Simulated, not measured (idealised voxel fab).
This is a process module. Its name is voxel transistor to metal.
It is cross-section cut that appears here, measuring 290 nm in width, its square cells being 5 nm in size.
Just so we're on the same page, the cross-sections are grids of square cells, and they're listed out in bands top to bottom, each band one or more rows deep.
The band entry comprises the height of the band's top followed by the height of its bottom, expressed in nm, and subsequently the band's materials from left to right, each stated together with its width in nm. Where a single material is marked with the word "throughout", that material fills the band from edge to edge. The word "empty" represents empty space.
Heights are reckoned from 0. Under this level, the received wafer is all of one material. The bottommost band is open-ended downward, for example "0 and below".
Think of "30 to 40" as a width that walks from the first number to the second as you go down the band, top row to bottom row, taking equal-sized steps from row to row.
"all unchanged", as given for a step, is the statement that not any cell of the cross-section underwent a change during that step.
In "Voids, fully enclosed" the enclosed voids are listed, meaning empty spaces of 8 cells or larger without any opening to the top. The form is width x height at distance, distance from the left edge, units nm.
What comes after the settings on a step's line is commentary from the simulator itself on that step.
overlay nm: step with mask; distance mask lay right of planned place; negative value = left of planned place.

Steps in the process plan
1 RECEIVE,material Si
2 OXIDIZE,depth nm 5
3 CONFORMAL_DEP,material SiN,thk nm 10
4 MASKED_ETCH,tone cover,mask id ACTIVE,width nm 95,pitch nm 115,etch materials SiN,depth nm 10,overlay nm 0
5 MASKED_ETCH,tone cover,mask id ACTIVE,width nm 95,pitch nm 115,etch materials SiO2,depth nm 5,overlay nm 0
6 MASKED_ETCH,tone cover,mask id ACTIVE,width nm 95,pitch nm 115,etch materials Si,depth nm 25,overlay nm 0
7 FILL_DEP,material SiO2,thk nm 10
8 CMP,height nm 10
9 SELECTIVE_ETCH,etch materials SiO2,depth nm 5
10 STRIP,etch materials SiN
11 SELECTIVE_ETCH,etch materials SiO2,depth nm 5
12 OXIDIZE,depth nm 5
13 DIRECTIONAL_DEP,material polySi,thk nm 20
14 DIRECTIONAL_DEP,material SiCN,thk nm 10
15 MASKED_ETCH,tone cover,mask id GATE,width nm 15,pitch nm 115,etch materials SiCN,depth nm 20,overlay nm 0
16 MASKED_ETCH,tone cover,mask id GATE,width nm 15,pitch nm 115,etch materials polySi,depth nm 30,overlay nm 0
17 CONFORMAL_DEP,material SiO2,thk nm 5
18 DIRECTIONAL_ETCH,etch materials SiO2,depth nm 5
19 CONFORMAL_DEP,material SiN,thk nm 10
20 DIRECTIONAL_ETCH,etch materials SiN,depth nm 10
21 DIRECTIONAL_ETCH,etch materials SiO2,depth nm 5
22 DIRECTIONAL_ETCH,etch materials Si,depth nm 10
23 EPI,material nSi,thk nm 10
24 FILL_DEP,material SiO2,thk nm 10
25 CMP,height nm 25
26 DIRECTIONAL_DEP,material SiO2,thk nm 15
27 PATTERN,tone open,mask id CONTACT,material resist,width nm 20,thk nm 15,overlay nm 0
28 DIRECTIONAL_ETCH,etch materials SiO2,depth nm 40
29 STRIP,etch materials resist
30 CONFORMAL_DEP,material TiN,thk nm 5
31 FILL_DEP,material W,thk nm 10
32 CMP,height nm 40
33 CONFORMAL_DEP,material SiN,thk nm 5
34 DIRECTIONAL_DEP,material lowk,thk nm 20
35 DIRECTIONAL_DEP,material aC,thk nm 10
36 PATTERN,tone open,mask id METAL_1,material resist,width nm 20,thk nm 25,overlay nm 0
37 DIRECTIONAL_ETCH,etch materials aC,depth nm 10
38 STRIP,etch materials resist
39 DIRECTIONAL_ETCH,etch materials lowk,depth nm 20
40 DIRECTIONAL_ETCH,etch materials SiN,depth nm 5
41 STRIP,etch materials aC
42 CONFORMAL_DEP,material TiN,thk nm 5
43 FILL_DEP,material Cu,thk nm 5
44 CMP,height nm 65
45 CONFORMAL_DEP,material SiCN,thk nm 5
46 DIRECTIONAL_DEP,material lowk,thk nm 30
47 DIRECTIONAL_DEP,material aC,thk nm 15
48 PATTERN,tone open,mask id METAL_2,material resist,width nm 20,pitch nm 115,thk nm 35,overlay nm 0
49 DIRECTIONAL_ETCH,etch materials aC,depth nm 15
50 STRIP,etch materials resist
51 DIRECTIONAL_ETCH,etch materials lowk,depth nm 20
52 STRIP,etch materials aC
53 MASKED_ETCH,tone open,mask id METAL_2_HOLES,width nm 15,pitch nm 115,etch materials lowk,depth nm 10,overlay nm 0
54 MASKED_ETCH,tone open,mask id METAL_2_HOLES,width nm 15,pitch nm 115,etch materials SiCN,depth nm 5,overlay nm 0
55 CONFORMAL_DEP,material TiN,thk nm 5
56 FILL_DEP,material Cu,thk nm 5
57 CMP,height nm 100
58 CONFORMAL_DEP,material SiCN,thk nm 5
Don't read the plan's depth nm for step 6 as applying to every wafer: that's the first wafer's value, and the wafers differ in it, though they all start identical.

Incoming state of the first of several wafers in cross-section: after step 1
> 0 and below  Si throughout
> Voids, fully enclosed: none

Row per wafer, end-of-module: cell gain (+)/loss (-) by material since the wafer came in, then closed voids
depth nm 25; +50 Cu; -220 Si; +122 SiCN; +98 SiN; +416 SiO2; +152 TiN; +56 W; +472 lowk; +48 nSi; +24 polySi; Voids, fully enclosed: none
depth nm 30; +50 Cu; -240 Si; +122 SiCN; +98 SiN; +436 SiO2; +152 TiN; +56 W; +472 lowk; +48 nSi; +24 polySi; Voids, fully enclosed: none
depth nm 35; +50 Cu; -260 Si; +122 SiCN; +98 SiN; +456 SiO2; +152 TiN; +56 W; +472 lowk; +48 nSi; +24 polySi; Voids, fully enclosed: none
depth nm 40; +50 Cu; -280 Si; +122 SiCN; +98 SiN; +476 SiO2; +152 TiN; +56 W; +472 lowk; +48 nSi; +24 polySi; Voids, fully enclosed: none
depth nm 45; +50 Cu; -300 Si; +122 SiCN; +98 SiN; +496 SiO2; +152 TiN; +56 W; +472 lowk; +48 nSi; +24 polySi; Voids, fully enclosed: none
depth nm 50; +50 Cu; -320 Si; +122 SiCN; +98 SiN; +516 SiO2; +152 TiN; +56 W; +472 lowk; +48 nSi; +24 polySi; Voids, fully enclosed: none
